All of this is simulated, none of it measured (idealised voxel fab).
Process module under the name voxel self aligned contacts
This is section cut - it's 235 nm across, gridded in 5 nm square cells.
Heads up, the way a cross-section reads in here is a grid of square cells, handed over as bands from the top down, with every band being one or more rows of cells.
The band entry comprises the height of the band's top followed by the height of its bottom, expressed in nm, and subsequently the band's materials from left to right, each stated together with its width in nm. Where a single material is marked with the word "everywhere", that material fills the band from edge to edge. The word "blank" represents empty space.
Heights from 0 (as-received wafer is one material below). Bottom band endless downward, as "0 nm and below".
With a width like "30 to 40", each row of cells in the band differs from the next by the same amount, the top row carrying the first number and the bottom row the second.
No cell of the cross-section changed in a step that is given as "remained unchanged".
The entry "Closed void entries" lists the empty spaces that cover at least 8 cells and have no open path to the top. Each is written as width x height at distance, where the distance is measured from the left edge and all three values are in nm.
Post-settings text on a step line: simulator's own remark regarding the step.
Among the settings permitted on a step's line is "overlay nm"; applied to a step with a mask, it specifies the extent to which the mask lay to the right of its planned position, whereas a negative figure signifies a position to the left.

-- Below is the list of planned process steps
1: RECEIVE [material Si]
2: CONFORMAL_DEP [material SiO2] [thk nm 5]
3: DIRECTIONAL_DEP [material polySi] [thk nm 25]
4: DIRECTIONAL_DEP [material SiN] [thk nm 20]
5: DIRECTIONAL_DEP [material aC] [thk nm 10]
6: PATTERN [tone cover] [mask id GATE] [material resist] [width nm 35] [pitch nm 60] [thk nm 30] [overlay nm 0]
7: DIRECTIONAL_ETCH [etch materials aC] [depth nm 10]
8: STRIP [etch materials resist]
9: DIRECTIONAL_ETCH [etch materials SiN] [depth nm 20]
10: DIRECTIONAL_ETCH [etch materials polySi] [depth nm 25]
11: STRIP [etch materials aC]
12: CONFORMAL_DEP [material SiN] [thk nm 5]
13: DIRECTIONAL_ETCH [etch materials SiN] [depth nm 5]
14: FILL_DEP [material SiO2] [thk nm 15]
15: CMP [height nm 55]
16: DIRECTIONAL_DEP [material aC] [thk nm 15]
17: PATTERN [tone open] [mask id CONTACT] [material resist] [width nm 45] [pitch nm 60] [thk nm 35] [overlay nm 0]
18: DIRECTIONAL_ETCH [etch materials aC] [depth nm 15]
19: STRIP [etch materials resist]
20: DIRECTIONAL_ETCH [etch materials SiO2] [depth nm 55]
21: STRIP [etch materials aC]
22: CONFORMAL_DEP [material TiN] [thk nm 5]
23: FILL_DEP [material W] [thk nm 10]
24: CMP [height nm 55]
25: CONFORMAL_DEP [material SiN] [thk nm 5]

-- So this is the incoming wafer in cross-section - it's already been through step 1
* 0 nm and below | Si everywhere
* Closed void entries: none

-- Wafer cross-section at module end: first of two, run to plan
* 60 nm to 55 nm | SiN everywhere
* 55 nm to 50 nm | 65 of SiO2; 20 of TiN; 5 of W; 20 of TiN; 15 of SiO2; 20 of TiN; 5 of W; 20 of TiN; 65 of SiO2
* 50 nm to 30 nm | 35 of SiO2; 45 of SiN; 5 of TiN; 5 of W; 5 of TiN; 45 of SiN; 5 of TiN; 5 of W; 5 of TiN; 45 of SiN; 35 of SiO2
* 30 nm to 5 nm | 35 of SiO2; 5 of SiN; 35 of polySi; 5 of SiN; 5 of TiN; 5 of W; 5 of TiN; 5 of SiN; 35 of polySi; 5 of SiN; 5 of TiN; 5 of W; 5 of TiN; 5 of SiN; 35 of polySi; 5 of SiN; 35 of SiO2
* 5 nm to 0 nm | 80 of SiO2; 15 of TiN; 45 of SiO2; 15 of TiN; 80 of SiO2
* 0 nm and below | Si everywhere
* Closed void entries: none

-- Same start, same plan as the first wafer - but one mistake in the run. Cross-section of the second of the two at the end of the module
* 60 nm to 55 nm | SiN everywhere
* 55 nm to 40 nm | 35 of SiO2; 45 of SiN; 5 of TiN; 5 of W; 5 of TiN; 45 of SiN; 5 of TiN; 5 of W; 5 of TiN; 45 of SiN; 35 of SiO2
* 40 nm to 15 nm | 35 of SiO2; 5 of SiN; 35 of polySi; 5 of SiN; 5 of TiN; 5 of W; 5 of TiN; 5 of SiN; 35 of polySi; 5 of SiN; 5 of TiN; 5 of W; 5 of TiN; 5 of SiN; 35 of polySi; 5 of SiN; 35 of SiO2
* 15 nm to 5 nm | 80 of SiO2; 5 of TiN; 5 of W; 5 of TiN; 45 of SiO2; 5 of TiN; 5 of W; 5 of TiN; 80 of SiO2
* 5 nm to 0 nm | 80 of SiO2; 15 of TiN; 45 of SiO2; 15 of TiN; 80 of SiO2
* 0 nm and below | Si everywhere
* Closed void entries: none
Against the plan, the run slipped here: it should be noted that step 2 was executed with settings other than those planned, the operation and settings actually applied being CONFORMAL_DEP [material SiO2] [thk nm 15]
Final cells, second wafer relative to first, materials higher or lower: SiN -27, SiO2 +39, TiN -12
